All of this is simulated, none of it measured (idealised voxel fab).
The document below concerns the process module designated voxel ribs on slabs.
In the cross-section labelled cut, the width is 280 nm and each square cell is 5 nm.
Think of the cross-section as a grid of square cells. We describe it in bands, top to bottom, and each band covers one or more rows of those cells. The band entry comprises the height of the band's top followed by the height of its bottom, expressed in nm, and subsequently the band's materials from left to right, each stated together with its width in nm. Where a single material is marked with the word "full width", that material fills the band from edge to edge. The word "blank" represents empty space. Measure heights from 0. That's the level where, below it, the as-received wafer is all one material. The lowest band is bottomless and extends downward; write it as in "top 0, no bottom". A width given as "30..40" starts at the first number in the band's top row and ends at the second number in its bottom row, shifting by an equal amount at every step from row to row. You'll sometimes find "remains unaltered" written for a step, and that's the way of saying that nowhere in the cross-section did a cell change during that step. Entry "Fully sealed cavities" = empty spaces >= 8 cells with no open way to the top; each as width x height at distance, distance from left edge, all nm. Post-settings text on a step line: simulator's own remark regarding the step. Each step line may optionally specify "overlay nm", which for a step with a mask gives the rightward distance between the mask's planned place and where it lay, a negative value indicating the leftward direction.

# Process steps (planned)
| 1 | RECEIVE with material Si |
| 2 | DIRECTIONAL_DEP with material SiO2, thk nm 25 |
| 3 | DIRECTIONAL_DEP with material SiN, thk nm 25 |
| 4 | DIRECTIONAL_DEP with material aC, thk nm 15 |
| 5 | PATTERN with tone cover, mask id RIB, material resist, width nm 30, thk nm 30, overlay nm 0 |
| 6 | DIRECTIONAL_ETCH with etch materials aC, depth nm 15 |
| 7 | STRIP with etch materials resist |
| 8 | DIRECTIONAL_ETCH with etch materials SiN, depth nm 15 |
| 9 | STRIP with etch materials aC |
| 10 | PATTERN with tone cover, mask id SLAB, material resist, width nm 60, thk nm 20, overlay nm 0 |
| 11 | DIRECTIONAL_ETCH with etch materials SiN, depth nm 10 |
| 12 | STRIP with etch materials resist |
| 13 | FILL_DEP with material SiO2, thk nm 20 |
| 14 | CMP with height nm 60 |
| 15 | DIRECTIONAL_DEP with material TiN, thk nm 5 |
| 16 | MASKED_ETCH with tone cover, mask id HEATER, width nm 40, etch materials TiN, depth nm 5, overlay nm 0 |
| 17 | CONFORMAL_DEP with material SiN, thk nm 5 |

# Cross-section of the wafer upon arrival, representing the state reached after step 1
  top 0, no bottom = Si full width
  Fully sealed cavities: none

# The plan above was carried out on the starting structure above with one mistake, and this cross-section shows the wafer at the end of the module
  top 70, bottom 65 = blank: 110 / SiN: 60 / blank: 110
  top 65, bottom 60 = SiN: 115 / TiN: 50 / SiN: 115
  top 60, bottom 50 = SiO2 full width
  top 50, bottom 35 = SiO2: 125 / SiN: 30 / SiO2: 125
  top 35, bottom 25 = SiO2: 110 / SiN: 60 / SiO2: 110
  top 25, bottom 0 = SiO2 full width
  top 0, no bottom = Si full width
  Fully sealed cavities: none
What went wrong in running the wafer? step 16 ran as: MASKED_ETCH with tone cover, mask id HEATER, width nm 50, etch materials TiN, depth nm 5, overlay nm 0
